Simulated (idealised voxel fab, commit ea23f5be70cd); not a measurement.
Module name: voxel self aligned contacts (process module)
We display cut, a cross-section 205 nm in width whose square cells are each 5 nm.
Just so we're on the same page, the cross-sections are grids of square cells, and they're listed out in bands top to bottom, each band one or more rows deep. Top, bottom (nm), then materials left to right with widths (nm); lone material tagged "all across" fills the whole band edge to edge; "air" = empty space. Ref level 0: as-received wafer is one material below here. Bottom band extends down with no lower bound ("0..down"). Width: "30 to 40" (first number = top row, second number = bottom row, same change from row to row of cells). Key: "no change" - step with no changed cell in the cross-section. Entry "Entrapped voids" = empty spaces >= 8 cells with no open way to the top; each as width x height at distance, distance from left edge, all nm. On each step's line, the part that comes after the settings is the simulator's own comment on the step. The setting "overlay nm" may be written on the line of a step. When the step uses a mask, the value reports how far to the right of the planned place the mask lay, and a negative value reports that it lay to the left. Structure of the following material. The material consists of pairs of cross-sections. Each pair comprises the cross-section before one process step and the cross-section after that step, the latter shown only down to the lowest band that changed. The step between the cross-sections is specified beneath each pair, including its settings. Pairs are not necessarily consecutive: they may derive from different runs of this module performed on the same starting wafer. Continuity with the pair above is to be assumed only where the entry headed "Pre-step view" of the pair in question states it.
## Pre-step view
> 0..down = Si all across
> Entrapped voids: none
## Post-Step Snapshot
> 5..0 = SiO2 all across
> Below 0, the layers are the same as they were.
> Entrapped voids: none
Which step turns the before cross-section above into the after cross-section? CONFORMAL_DEP: material SiO2, thk nm 5
Pre-step view: taken from the pair above, after panel.
## Post-Step Snapshot
> 25..5 = polySi all across
> Below 5, the layers are the same as they were.
> Entrapped voids: none
Which step turns the before cross-section above into the after cross-section? DIRECTIONAL_DEP: material polySi, thk nm 20
Pre-step view: taken from the pair above, after panel.
## Post-Step Snapshot
> 40..25 = SiN all across
> Below 25, the layers are the same as they were.
> Entrapped voids: none
Which step turns the before cross-section above into the after cross-section? DIRECTIONAL_DEP: material SiN, thk nm 15
Pre-step view: taken from the pair above, after panel.
## Post-Step Snapshot
> 40..25 = 55 nm air; 30 nm SiN; 35 nm air; 30 nm SiN; 55 nm air
> Below 25, the layers are the same as they were.
> Entrapped voids: none
Which step turns the before cross-section above into the after cross-section? MASKED_ETCH: tone cover, mask id GATE, width nm 30, pitch nm 65, etch materials SiN, depth nm 15, overlay nm 0
Pre-step view: taken from the pair above, after panel.
## Post-Step Snapshot
> 40..25 = 55 nm air; 30 nm SiN; 35 nm air; 30 nm SiN; 55 nm air
> 25..5 = 55 nm air; 30 nm polySi; 35 nm air; 30 nm polySi; 55 nm air
> Below 5, the layers are the same as they were.
> Entrapped voids: none
Which step turns the before cross-section above into the after cross-section? MASKED_ETCH: tone cover, mask id GATE, width nm 30, pitch nm 65, etch materials polySi, depth nm 20, overlay nm 0
Pre-step view: taken from the pair above, after panel.
## Post-Step Snapshot
> 45..25 = 50 nm air; 40 nm SiN; 25 nm air; 40 nm SiN; 50 nm air
> 25..10 = 50 nm air; 5 nm SiN; 30 nm polySi; 5 nm SiN; 25 nm air; 5 nm SiN; 30 nm polySi; 5 nm SiN; 50 nm air
> 10..5 = 55 nm SiN; 30 nm polySi; 35 nm SiN; 30 nm polySi; 55 nm SiN
> Below 5, the layers are the same as they were.
> Entrapped voids: none
Which step turns the before cross-section above into the after cross-section? CONFORMAL_DEP: material SiN, thk nm 5
Pre-step view: taken from the pair above, after panel.
## Post-Step Snapshot
> 40..25 = 50 nm air; 40 nm SiN; 25 nm air; 40 nm SiN; 50 nm air
> 25..5 = 50 nm air; 5 nm SiN; 30 nm polySi; 5 nm SiN; 25 nm air; 5 nm SiN; 30 nm polySi; 5 nm SiN; 50 nm air
> Below 5, the layers are the same as they were.
> Entrapped voids: none
Which step turns the before cross-section above into the after cross-section? DIRECTIONAL_ETCH: etch materials SiN, depth nm 5
Pre-step view: taken from the pair above, after panel.
## Post-Step Snapshot
> 60..40 = SiO2 all across
> 40..25 = 50 nm SiO2; 40 nm SiN; 25 nm SiO2; 40 nm SiN; 50 nm SiO2
> 25..5 = 50 nm SiO2; 5 nm SiN; 30 nm polySi; 5 nm SiN; 25 nm SiO2; 5 nm SiN; 30 nm polySi; 5 nm SiN; 50 nm SiO2
> Below 5, the layers are the same as they were.
> Entrapped voids: none
Which step turns the before cross-section above into the after cross-section? FILL_DEP: material SiO2, thk nm 20
Pre-step view: taken from the pair above, after panel.
## Post-Step Snapshot
> 50..40 = SiO2 all across
> Below 40, the layers are the same as they were.
> Entrapped voids: none
Which step turns the before cross-section above into the after cross-section? CMP: height nm 50
Pre-step view: taken from the pair above, after panel.
## Post-Step Snapshot
> 60..50 = aC all across
> Below 50, the layers are the same as they were.
> Entrapped voids: none
Which step turns the before cross-section above into the after cross-section? DIRECTIONAL_DEP: material aC, thk nm 10
Pre-step view: taken from the pair above, after panel.
## Post-Step Snapshot
> 85..60 = 80 nm resist; 45 nm air; 80 nm resist
> Below 60, the layers are the same as they were.
> Entrapped voids: none
Which step turns the before cross-section above into the after cross-section? PATTERN: tone open, mask id CONTACT, material resist, width nm 45, thk nm 25, overlay nm 0
Pre-step view: taken from the pair above, after panel.
## Post-Step Snapshot
> 75..60 = 80 nm resist; 45 nm air; 80 nm resist
> 60..50 = 80 nm aC; 45 nm air; 80 nm aC
> Below 50, the layers are the same as they were.
> Entrapped voids: none
Which step turns the before cross-section above into the after cross-section? DIRECTIONAL_ETCH: etch materials aC, depth nm 10
Pre-step view: taken from the pair above, after panel.
## Post-Step Snapshot
> 60..50 = 80 nm aC; 45 nm air; 80 nm aC
> Below 50, the layers are the same as they were.
> Entrapped voids: none
Which step turns the before cross-section above into the after cross-section? STRIP: etch materials resist
Pre-step view: taken from the pair above, after panel.
## Post-Step Snapshot
> 60..50 = 80 nm aC; 45 nm air; 80 nm aC
> 50..40 = 80 nm SiO2; 45 nm air; 80 nm SiO2
> 40..25 = 50 nm SiO2; 40 nm SiN; 25 nm air; 40 nm SiN; 50 nm SiO2
> 25..5 = 50 nm SiO2; 5 nm SiN; 30 nm polySi; 5 nm SiN; 25 nm air; 5 nm SiN; 30 nm polySi; 5 nm SiN; 50 nm SiO2
> 5..0 = 90 nm SiO2; 25 nm air; 90 nm SiO2
> Below 0, the layers are the same as they were.
> Entrapped voids: none
Which step turns the before cross-section above into the after cross-section? DIRECTIONAL_ETCH: etch materials SiO2, depth nm 50
Pre-step view: taken from the pair above, after panel.
## Post-Step Snapshot
> 50..40 = 80 nm SiO2; 45 nm air; 80 nm SiO2
> Below 40, the layers are the same as they were.
> Entrapped voids: none
Which step turns the before cross-section above into the after cross-section? STRIP: etch materials aC
Pre-step view: taken from the pair above, after panel.
## Post-Step Snapshot
> 55..50 = 85 nm TiN; 35 nm air; 85 nm TiN
> 50..40 = 80 nm SiO2; 5 to 15 nm TiN; 35 to 15 nm air; 5 to 15 nm TiN; 80 nm SiO2
> 40..25 = 50 nm SiO2; 40 nm SiN; 5 nm TiN; 15 nm air; 5 nm TiN; 40 nm SiN; 50 nm SiO2
> 25..5 = 50 nm SiO2; 5 nm SiN; 30 nm polySi; 5 nm SiN; 5 nm TiN; 15 nm air; 5 nm TiN; 5 nm SiN; 30 nm polySi; 5 nm SiN; 50 nm SiO2
> 5..0 = 90 nm SiO2; 25 nm TiN; 90 nm SiO2
> Below 0, the layers are the same as they were.
> Entrapped voids: none
Which step turns the before cross-section above into the after cross-section? CONFORMAL_DEP: material TiN, thk nm 5
Pre-step view: taken from the pair above, after panel.
## Post-Step Snapshot
> 65..55 = W all across
> 55..50 = 85 nm TiN; 35 nm W; 85 nm TiN
> 50..40 = 80 nm SiO2; 5 to 15 nm TiN; 35 to 15 nm W; 5 to 15 nm TiN; 80 nm SiO2
> 40..25 = 50 nm SiO2; 40 nm SiN; 5 nm TiN; 15 nm W; 5 nm TiN; 40 nm SiN; 50 nm SiO2
> 25..5 = 50 nm SiO2; 5 nm SiN; 30 nm polySi; 5 nm SiN; 5 nm TiN; 15 nm W; 5 nm TiN; 5 nm SiN; 30 nm polySi; 5 nm SiN; 50 nm SiO2
> Below 5, the layers are the same as they were.
> Entrapped voids: none
Which step turns the before cross-section above into the after cross-section? FILL_DEP: material W, thk nm 10
Pre-step view: taken from the pair above, after panel.
## Post-Step Snapshot
> 50..40 = 80 nm SiO2; 5 to 15 nm TiN; 35 to 15 nm W; 5 to 15 nm TiN; 80 nm SiO2
> Below 40, the layers are the same as they were.
> Entrapped voids: none
Which step turns the before cross-section above into the after cross-section? CMP: height nm 50
Pre-step view: taken from the pair above, after panel.
## Post-Step Snapshot
> 55..50 = SiN all across
> Below 50, the layers are the same as they were.
> Entrapped voids: none
Which step turns the before cross-section above into the after cross-section? CONFORMAL_DEP: material SiN, thk nm 5
## Pre-step view
> 0..down = Si all across
> Entrapped voids: none
## Post-Step Snapshot
> 20..0 = polySi all across
> Below 0, the layers are the same as they were.
> Entrapped voids: none
Which step turns the before cross-section above into the after cross-section? DIRECTIONAL_DEP: material polySi, thk nm 20
Pre-step view: taken from the pair above, after panel.
## Post-Step Snapshot
> 35..20 = SiN all across
> Below 20, the layers are the same as they were.
> Entrapped voids: none
Which step turns the before cross-section above into the after cross-section? DIRECTIONAL_DEP: material SiN, thk nm 15
Pre-step view: taken from the pair above, after panel.
## Post-Step Snapshot
> 35..20 = 55 nm air; 30 nm SiN; 35 nm air; 30 nm SiN; 55 nm air
> Below 20, the layers are the same as they were.
> Entrapped voids: none
Which step turns the before cross-section above into the after cross-section? MASKED_ETCH: tone cover, mask id GATE, width nm 30, pitch nm 65, etch materials SiN, depth nm 15, overlay nm 0
Pre-step view: taken from the pair above, after panel.
## Post-Step Snapshot
> 35..20 = 55 nm air; 30 nm SiN; 35 nm air; 30 nm SiN; 55 nm air
> 20..0 = 55 nm air; 30 nm polySi; 35 nm air; 30 nm polySi; 55 nm air
> Below 0, the layers are the same as they were.
> Entrapped voids: none
Which step turns the before cross-section above into the after cross-section? MASKED_ETCH: tone cover, mask id GATE, width nm 30, pitch nm 65, etch materials polySi, depth nm 20, overlay nm 0
Pre-step view: taken from the pair above, after panel.
## Post-Step Snapshot
> 40..20 = 50 nm air; 40 nm SiN; 25 nm air; 40 nm SiN; 50 nm air
> 20..5 = 50 nm air; 5 nm SiN; 30 nm polySi; 5 nm SiN; 25 nm air; 5 nm SiN; 30 nm polySi; 5 nm SiN; 50 nm air
> 5..0 = 55 nm SiN; 30 nm polySi; 35 nm SiN; 30 nm polySi; 55 nm SiN
> Below 0, the layers are the same as they were.
> Entrapped voids: none
Which step turns the before cross-section above into the after cross-section? CONFORMAL_DEP: material SiN, thk nm 5
Pre-step view: taken from the pair above, after panel.
## Post-Step Snapshot
> 35..20 = 50 nm air; 40 nm SiN; 25 nm air; 40 nm SiN; 50 nm air
> 20..0 = 50 nm air; 5 nm SiN; 30 nm polySi; 5 nm SiN; 25 nm air; 5 nm SiN; 30 nm polySi; 5 nm SiN; 50 nm air
> Below 0, the layers are the same as they were.
> Entrapped voids: none
Which step turns the before cross-section above into the after cross-section? DIRECTIONAL_ETCH: etch materials SiN, depth nm 5
Pre-step view: taken from the pair above, after panel.
## Post-Step Snapshot
> 55..35 = SiO2 all across
> 35..20 = 50 nm SiO2; 40 nm SiN; 25 nm SiO2; 40 nm SiN; 50 nm SiO2
> 20..0 = 50 nm SiO2; 5 nm SiN; 30 nm polySi; 5 nm SiN; 25 nm SiO2; 5 nm SiN; 30 nm polySi; 5 nm SiN; 50 nm SiO2
> Below 0, the layers are the same as they were.
> Entrapped voids: none
Which step turns the before cross-section above into the after cross-section? FILL_DEP: material SiO2, thk nm 20
Pre-step view: taken from the pair above, after panel.
## Post-Step Snapshot
> 50..35 = SiO2 all across
> Below 35, the layers are the same as they were.
> Entrapped voids: none
Which step turns the before cross-section above into the after cross-section? CMP: height nm 50
Pre-step view: taken from the pair above, after panel.
## Post-Step Snapshot
> 60..50 = aC all across
> Below 50, the layers are the same as they were.
> Entrapped voids: none
Which step turns the before cross-section above into the after cross-section? DIRECTIONAL_DEP: material aC, thk nm 10
Pre-step view: taken from the pair above, after panel.
## Post-Step Snapshot
> 85..60 = 80 nm resist; 45 nm air; 80 nm resist
> Below 60, the layers are the same as they were.
> Entrapped voids: none
Which step turns the before cross-section above into the after cross-section? PATTERN: tone open, mask id CONTACT, material resist, width nm 45, thk nm 25, overlay nm 0
Pre-step view: taken from the pair above, after panel.
## Post-Step Snapshot
> 75..60 = 80 nm resist; 45 nm air; 80 nm resist
> 60..50 = 80 nm aC; 45 nm air; 80 nm aC
> Below 50, the layers are the same as they were.
> Entrapped voids: none
Which step turns the before cross-section above into the after cross-section? DIRECTIONAL_ETCH: etch materials aC, depth nm 10
Pre-step view: taken from the pair above, after panel.
## Post-Step Snapshot
> 60..50 = 80 nm aC; 45 nm air; 80 nm aC
> Below 50, the layers are the same as they were.
> Entrapped voids: none
Which step turns the before cross-section above into the after cross-section? STRIP: etch materials resist
Pre-step view: taken from the pair above, after panel.
## Post-Step Snapshot
> 60..50 = 80 nm aC; 45 nm air; 80 nm aC
> 50..35 = 80 nm SiO2; 45 nm air; 80 nm SiO2
> 35..20 = 50 nm SiO2; 40 nm SiN; 25 nm air; 40 nm SiN; 50 nm SiO2
> 20..0 = 50 nm SiO2; 5 nm SiN; 30 nm polySi; 5 nm SiN; 25 nm air; 5 nm SiN; 30 nm polySi; 5 nm SiN; 50 nm SiO2
> Below 0, the layers are the same as they were.
> Entrapped voids: none
Which step turns the before cross-section above into the after cross-section? DIRECTIONAL_ETCH: etch materials SiO2, depth nm 50
Pre-step view: taken from the pair above, after panel.
## Post-Step Snapshot
> 50..35 = 80 nm SiO2; 45 nm air; 80 nm SiO2
> Below 35, the layers are the same as they were.
> Entrapped voids: none
Which step turns the before cross-section above into the after cross-section? STRIP: etch materials aC
Pre-step view: taken from the pair above, after panel.
## Post-Step Snapshot
> 55..50 = 85 nm TiN; 35 nm air; 85 nm TiN
> 50..40 = 80 nm SiO2; 5 nm TiN; 35 nm air; 5 nm TiN; 80 nm SiO2
> 40..35 = 80 nm SiO2; 15 nm TiN; 15 nm air; 15 nm TiN; 80 nm SiO2
> 35..20 = 50 nm SiO2; 40 nm SiN; 5 nm TiN; 15 nm air; 5 nm TiN; 40 nm SiN; 50 nm SiO2
> 20..5 = 50 nm SiO2; 5 nm SiN; 30 nm polySi; 5 nm SiN; 5 nm TiN; 15 nm air; 5 nm TiN; 5 nm SiN; 30 nm polySi; 5 nm SiN; 50 nm SiO2
> 5..0 = 50 nm SiO2; 5 nm SiN; 30 nm polySi; 5 nm SiN; 25 nm TiN; 5 nm SiN; 30 nm polySi; 5 nm SiN; 50 nm SiO2
> Below 0, the layers are the same as they were.
> Entrapped voids: none
Which step turns the before cross-section above into the after cross-section? CONFORMAL_DEP: material TiN, thk nm 5
Pre-step view: taken from the pair above, after panel.
## Post-Step Snapshot
> 65..55 = W all across
> 55..50 = 85 nm TiN; 35 nm W; 85 nm TiN
> 50..40 = 80 nm SiO2; 5 nm TiN; 35 nm W; 5 nm TiN; 80 nm SiO2
> 40..35 = 80 nm SiO2; 15 nm TiN; 15 nm W; 15 nm TiN; 80 nm SiO2
> 35..20 = 50 nm SiO2; 40 nm SiN; 5 nm TiN; 15 nm W; 5 nm TiN; 40 nm SiN; 50 nm SiO2
> 20..5 = 50 nm SiO2; 5 nm SiN; 30 nm polySi; 5 nm SiN; 5 nm TiN; 15 nm W; 5 nm TiN; 5 nm SiN; 30 nm polySi; 5 nm SiN; 50 nm SiO2
> Below 5, the layers are the same as they were.
> Entrapped voids: none
Which step turns the before cross-section above into the after cross-section? FILL_DEP: material W, thk nm 10
Pre-step view: taken from the pair above, after panel.
## Post-Step Snapshot
> 50..40 = 80 nm SiO2; 5 nm TiN; 35 nm W; 5 nm TiN; 80 nm SiO2
> Below 40, the layers are the same as they were.
> Entrapped voids: none
Which step turns the before cross-section above into the after cross-section? CMP: height nm 50
Pre-step view: taken from the pair above, after panel.
## Post-Step Snapshot
> 55..50 = SiN all across
> Below 50, the layers are the same as they were.
> Entrapped voids: none
Which step turns the before cross-section above into the after cross-section? CONFORMAL_DEP: material SiN, thk nm 5
## Pre-step view
> 40..25 = SiN all across
> 25..5 = polySi all across
> 5..0 = SiO2 all across
> 0..down = Si all across
> Entrapped voids: none
## Post-Step Snapshot
> 55..25 = SiN all across
> Below 25, the layers are the same as they were.
> Entrapped voids: none
Which step turns the before cross-section above into the after cross-section? DIRECTIONAL_DEP: material SiN, thk nm 15
Pre-step view: taken from the pair above, after panel.
## Post-Step Snapshot
> 55..40 = 55 nm air; 30 nm SiN; 35 nm air; 30 nm SiN; 55 nm air
> Below 40, the layers are the same as they were.
> Entrapped voids: none
Which step turns the before cross-section above into the after cross-section? MASKED_ETCH: tone cover, mask id GATE, width nm 30, pitch nm 65, etch materials SiN, depth nm 15, overlay nm 0
Pre-step view: taken from the pair above, after panel.
## Post-Step Snapshot
> 60..45 = 50 nm air; 40 nm SiN; 25 nm air; 40 nm SiN; 50 nm air
> 45..25 = SiN all across
> Below 25, the layers are the same as they were.
> Entrapped voids: none
Which step turns the before cross-section above into the after cross-section? CONFORMAL_DEP: material SiN, thk nm 5
Pre-step view: taken from the pair above, after panel.
## Post-Step Snapshot
> 55..40 = 50 nm air; 40 nm SiN; 25 nm air; 40 nm SiN; 50 nm air
> Below 40, the layers are the same as they were.
> Entrapped voids: none
Which step turns the before cross-section above into the after cross-section? DIRECTIONAL_ETCH: etch materials SiN, depth nm 5
Pre-step view: taken from the pair above, after panel.
## Post-Step Snapshot
> 75..55 = SiO2 all across
> 55..40 = 50 nm SiO2; 40 nm SiN; 25 nm SiO2; 40 nm SiN; 50 nm SiO2
> Below 40, the layers are the same as they were.
> Entrapped voids: none
Which step turns the before cross-section above into the after cross-section? FILL_DEP: material SiO2, thk nm 20
Pre-step view: taken from the pair above, after panel.
## Post-Step Snapshot
> 50..40 = 50 nm SiO2; 40 nm SiN; 25 nm SiO2; 40 nm SiN; 50 nm SiO2
> Below 40, the layers are the same as they were.
> Entrapped voids: none
Which step turns the before cross-section above into the after cross-section? CMP: height nm 50
Pre-step view: taken from the pair above, after panel.
## Post-Step Snapshot
> 60..50 = aC all across
> Below 50, the layers are the same as they were.
> Entrapped voids: none
Which step turns the before cross-section above into the after cross-section? DIRECTIONAL_DEP: material aC, thk nm 10
Pre-step view: taken from the pair above, after panel.
## Post-Step Snapshot
> 85..60 = 80 nm resist; 45 nm air; 80 nm resist
> Below 60, the layers are the same as they were.
> Entrapped voids: none
Which step turns the before cross-section above into the after cross-section? PATTERN: tone open, mask id CONTACT, material resist, width nm 45, thk nm 25, overlay nm 0
Pre-step view: taken from the pair above, after panel.
## Post-Step Snapshot
> 75..60 = 80 nm resist; 45 nm air; 80 nm resist
> 60..50 = 80 nm aC; 45 nm air; 80 nm aC
> Below 50, the layers are the same as they were.
> Entrapped voids: none
Which step turns the before cross-section above into the after cross-section? DIRECTIONAL_ETCH: etch materials aC, depth nm 10
Pre-step view: taken from the pair above, after panel.
## Post-Step Snapshot
> 60..50 = 80 nm aC; 45 nm air; 80 nm aC
> Below 50, the layers are the same as they were.
> Entrapped voids: none
Which step turns the before cross-section above into the after cross-section? STRIP: etch materials resist
Pre-step view: taken from the pair above, after panel.
## Post-Step Snapshot
> 60..50 = 80 nm aC; 45 nm air; 80 nm aC
> 50..40 = 50 nm SiO2; 40 nm SiN; 25 nm air; 40 nm SiN; 50 nm SiO2
> Below 40, the layers are the same as they were.
> Entrapped voids: none
Which step turns the before cross-section above into the after cross-section? DIRECTIONAL_ETCH: etch materials SiO2, depth nm 50
Pre-step view: taken from the pair above, after panel.
## Post-Step Snapshot
> 50..40 = 50 nm SiO2; 40 nm SiN; 25 nm air; 40 nm SiN; 50 nm SiO2
> Below 40, the layers are the same as they were.
> Entrapped voids: none
Which step turns the before cross-section above into the after cross-section? STRIP: etch materials aC
Pre-step view: taken from the pair above, after panel.
## Post-Step Snapshot
> 55..50 = 95 nm TiN; 15 nm air; 95 nm TiN
> 50..45 = 50 nm SiO2; 40 nm SiN; 5 nm TiN; 15 nm air; 5 nm TiN; 40 nm SiN; 50 nm SiO2
> 45..40 = 50 nm SiO2; 40 nm SiN; 25 nm TiN; 40 nm SiN; 50 nm SiO2
> Below 40, the layers are the same as they were.
> Entrapped voids: none
Which step turns the before cross-section above into the after cross-section? CONFORMAL_DEP: material TiN, thk nm 5
Pre-step view: taken from the pair above, after panel.
## Post-Step Snapshot
> 65..55 = W all across
> 55..50 = 95 nm TiN; 15 nm W; 95 nm TiN
> 50..45 = 50 nm SiO2; 40 nm SiN; 5 nm TiN; 15 nm W; 5 nm TiN; 40 nm SiN; 50 nm SiO2
> Below 45, the layers are the same as they were.
> Entrapped voids: none
Which step turns the before cross-section above into the after cross-section? FILL_DEP: material W, thk nm 10
Pre-step view: taken from the pair above, after panel.
## Post-Step Snapshot
> 50..45 = 50 nm SiO2; 40 nm SiN; 5 nm TiN; 15 nm W; 5 nm TiN; 40 nm SiN; 50 nm SiO2
> Below 45, the layers are the same as they were.
> Entrapped voids: none
Which step turns the before cross-section above into the after cross-section? CMP: height nm 50
Pre-step view: taken from the pair above, after panel.
## Post-Step Snapshot
> 55..50 = SiN all across
> Below 50, the layers are the same as they were.
> Entrapped voids: none
Which step turns the before cross-section above into the after cross-section? CONFORMAL_DEP: material SiN, thk nm 5
## Pre-step view
> 40..25 = 55 nm air; 30 nm SiN; 35 nm air; 30 nm SiN; 55 nm air
> 25..5 = 55 nm air; 30 nm polySi; 35 nm air; 30 nm polySi; 55 nm air
> 5..0 = SiO2 all across
> 0..down = Si all across
> Entrapped voids: none
## Post-Step Snapshot
> 35..25 = 55 nm air; 30 nm SiN; 35 nm air; 30 nm SiN; 55 nm air
> Below 25, the layers are the same as they were.
> Entrapped voids: none
Which step turns the before cross-section above into the after cross-section? DIRECTIONAL_ETCH: etch materials SiN, depth nm 5
Pre-step view: taken from the pair above, after panel.
## Post-Step Snapshot
> 40..25 = 50 nm air; 40 nm SiN; 25 nm air; 40 nm SiN; 50 nm air
> 25..10 = 50 nm air; 5 nm SiN; 30 nm polySi; 5 nm SiN; 25 nm air; 5 nm SiN; 30 nm polySi; 5 nm SiN; 50 nm air
> 10..5 = 55 nm SiN; 30 nm polySi; 35 nm SiN; 30 nm polySi; 55 nm SiN
> Below 5, the layers are the same as they were.
> Entrapped voids: none
Which step turns the before cross-section above into the after cross-section? CONFORMAL_DEP: material SiN, thk nm 5
Pre-step view: taken from the pair above, after panel.
## Post-Step Snapshot
> 60..40 = SiO2 all across
> 40..25 = 50 nm SiO2; 40 nm SiN; 25 nm SiO2; 40 nm SiN; 50 nm SiO2
> 25..10 = 50 nm SiO2; 5 nm SiN; 30 nm polySi; 5 nm SiN; 25 nm SiO2; 5 nm SiN; 30 nm polySi; 5 nm SiN; 50 nm SiO2
> Below 10, the layers are the same as they were.
> Entrapped voids: none
Which step turns the before cross-section above into the after cross-section? FILL_DEP: material SiO2, thk nm 20
Pre-step view: taken from the pair above, after panel.
## Post-Step Snapshot
> 50..40 = SiO2 all across
> Below 40, the layers are the same as they were.
> Entrapped voids: none
Which step turns the before cross-section above into the after cross-section? CMP: height nm 50
Pre-step view: taken from the pair above, after panel.
## Post-Step Snapshot
> 60..50 = aC all across
> Below 50, the layers are the same as they were.
> Entrapped voids: none
Which step turns the before cross-section above into the after cross-section? DIRECTIONAL_DEP: material aC, thk nm 10
Pre-step view: taken from the pair above, after panel.
## Post-Step Snapshot
> 85..60 = 80 nm resist; 45 nm air; 80 nm resist
> Below 60, the layers are the same as they were.
> Entrapped voids: none
Which step turns the before cross-section above into the after cross-section? PATTERN: tone open, mask id CONTACT, material resist, width nm 45, thk nm 25, overlay nm 0
Pre-step view: taken from the pair above, after panel.
## Post-Step Snapshot
> 75..60 = 80 nm resist; 45 nm air; 80 nm resist
> 60..50 = 80 nm aC; 45 nm air; 80 nm aC
> Below 50, the layers are the same as they were.
> Entrapped voids: none
Which step turns the before cross-section above into the after cross-section? DIRECTIONAL_ETCH: etch materials aC, depth nm 10
Pre-step view: taken from the pair above, after panel.
## Post-Step Snapshot
> 60..50 = 80 nm aC; 45 nm air; 80 nm aC
> Below 50, the layers are the same as they were.
> Entrapped voids: none
Which step turns the before cross-section above into the after cross-section? STRIP: etch materials resist
Pre-step view: taken from the pair above, after panel.
## Post-Step Snapshot
> 60..50 = 80 nm aC; 45 nm air; 80 nm aC
> 50..40 = 80 nm SiO2; 45 nm air; 80 nm SiO2
> 40..25 = 50 nm SiO2; 40 nm SiN; 25 nm air; 40 nm SiN; 50 nm SiO2
> 25..10 = 50 nm SiO2; 5 nm SiN; 30 nm polySi; 5 nm SiN; 25 nm air; 5 nm SiN; 30 nm polySi; 5 nm SiN; 50 nm SiO2
> Below 10, the layers are the same as they were.
> Entrapped voids: none
Which step turns the before cross-section above into the after cross-section? DIRECTIONAL_ETCH: etch materials SiO2, depth nm 50
Pre-step view: taken from the pair above, after panel.
## Post-Step Snapshot
> 50..40 = 80 nm SiO2; 45 nm air; 80 nm SiO2
> Below 40, the layers are the same as they were.
> Entrapped voids: none
Which step turns the before cross-section above into the after cross-section? STRIP: etch materials aC
Pre-step view: taken from the pair above, after panel.
## Post-Step Snapshot
> 55..50 = 85 nm TiN; 35 nm air; 85 nm TiN
> 50..40 = 80 nm SiO2; 5 to 15 nm TiN; 35 to 15 nm air; 5 to 15 nm TiN; 80 nm SiO2
> 40..25 = 50 nm SiO2; 40 nm SiN; 5 nm TiN; 15 nm air; 5 nm TiN; 40 nm SiN; 50 nm SiO2
> 25..15 = 50 nm SiO2; 5 nm SiN; 30 nm polySi; 5 nm SiN; 5 nm TiN; 15 nm air; 5 nm TiN; 5 nm SiN; 30 nm polySi; 5 nm SiN; 50 nm SiO2
> 15..10 = 50 nm SiO2; 5 nm SiN; 30 nm polySi; 5 nm SiN; 25 nm TiN; 5 nm SiN; 30 nm polySi; 5 nm SiN; 50 nm SiO2
> Below 10, the layers are the same as they were.
> Entrapped voids: none
Which step turns the before cross-section above into the after cross-section? CONFORMAL_DEP: material TiN, thk nm 5
Pre-step view: taken from the pair above, after panel.
## Post-Step Snapshot
> 65..55 = W all across
> 55..50 = 85 nm TiN; 35 nm W; 85 nm TiN
> 50..40 = 80 nm SiO2; 5 to 15 nm TiN; 35 to 15 nm W; 5 to 15 nm TiN; 80 nm SiO2
> 40..25 = 50 nm SiO2; 40 nm SiN; 5 nm TiN; 15 nm W; 5 nm TiN; 40 nm SiN; 50 nm SiO2
> 25..15 = 50 nm SiO2; 5 nm SiN; 30 nm polySi; 5 nm SiN; 5 nm TiN; 15 nm W; 5 nm TiN; 5 nm SiN; 30 nm polySi; 5 nm SiN; 50 nm SiO2
> Below 15, the layers are the same as they were.
> Entrapped voids: none
Which step turns the before cross-section above into the after cross-section? FILL_DEP: material W, thk nm 10
Pre-step view: taken from the pair above, after panel.
## Post-Step Snapshot
> 50..40 = 80 nm SiO2; 5 to 15 nm TiN; 35 to 15 nm W; 5 to 15 nm TiN; 80 nm SiO2
> Below 40, the layers are the same as they were.
> Entrapped voids: none
Which step turns the before cross-section above into the after cross-section? CMP: height nm 50
Pre-step view: taken from the pair above, after panel.
## Post-Step Snapshot
> 55..50 = SiN all across
> Below 50, the layers are the same as they were.
> Entrapped voids: none
Which step turns the before cross-section above into the after cross-section? CONFORMAL_DEP: material SiN, thk nm 5
## Pre-step view
> 65..55 = W all across
> 55..50 = 85 nm TiN; 35 nm W; 85 nm TiN
> 50..40 = 80 nm SiO2; 5 to 15 nm TiN; 35 to 15 nm W; 5 to 15 nm TiN; 80 nm SiO2
> 40..25 = 50 nm SiO2; 40 nm SiN; 5 nm TiN; 15 nm W; 5 nm TiN; 40 nm SiN; 50 nm SiO2
> 25..5 = 50 nm SiO2; 5 nm SiN; 30 nm polySi; 5 nm SiN; 5 nm TiN; 15 nm W; 5 nm TiN; 5 nm SiN; 30 nm polySi; 5 nm SiN; 50 nm SiO2
> 5..0 = 90 nm SiO2; 25 nm TiN; 90 nm SiO2
> 0..down = Si all across
> Entrapped voids: none
## Post-Step Snapshot
> 40..25 = 50 nm SiO2; 40 nm SiN; 5 nm TiN; 15 nm W; 5 nm TiN; 40 nm SiN; 50 nm SiO2
> Below 25, the layers are the same as they were.
> Entrapped voids: none
Which step turns the before cross-section above into the after cross-section? CMP: height nm 40
Pre-step view: taken from the pair above, after panel.
## Post-Step Snapshot
> 45..40 = SiN all across
> Below 40, the layers are the same as they were.
> Entrapped voids: none
Which step turns the before cross-section above into the after cross-section? CONFORMAL_DEP: material SiN, thk nm 5
## Pre-step view
> 60..50 = aC all across
> 50..40 = SiO2 all across
> 40..25 = 50 nm SiO2; 40 nm SiN; 25 nm SiO2; 40 nm SiN; 50 nm SiO2
> 25..5 = 50 nm SiO2; 5 nm SiN; 30 nm polySi; 5 nm SiN; 25 nm SiO2; 5 nm SiN; 30 nm polySi; 5 nm SiN; 50 nm SiO2
> 5..0 = SiO2 all across
> 0..down = Si all across
> Entrapped voids: none
## Post-Step Snapshot
> 85..60 = 85 nm resist; 40 nm air; 80 nm resist
> Below 60, the layers are the same as they were.
> Entrapped voids: none
Which step turns the before cross-section above into the after cross-section? PATTERN: tone open, mask id CONTACT, material resist, width nm 40, thk nm 25, overlay nm 0
Pre-step view: taken from the pair above, after panel.
## Post-Step Snapshot
> 75..60 = 85 nm resist; 40 nm air; 80 nm resist
> 60..50 = 85 nm aC; 40 nm air; 80 nm aC
> Below 50, the layers are the same as they were.
> Entrapped voids: none
Which step turns the before cross-section above into the after cross-section? DIRECTIONAL_ETCH: etch materials aC, depth nm 10
Pre-step view: taken from the pair above, after panel.
## Post-Step Snapshot
> 60..50 = 85 nm aC; 40 nm air; 80 nm aC
> Below 50, the layers are the same as they were.
> Entrapped voids: none
Which step turns the before cross-section above into the after cross-section? STRIP: etch materials resist
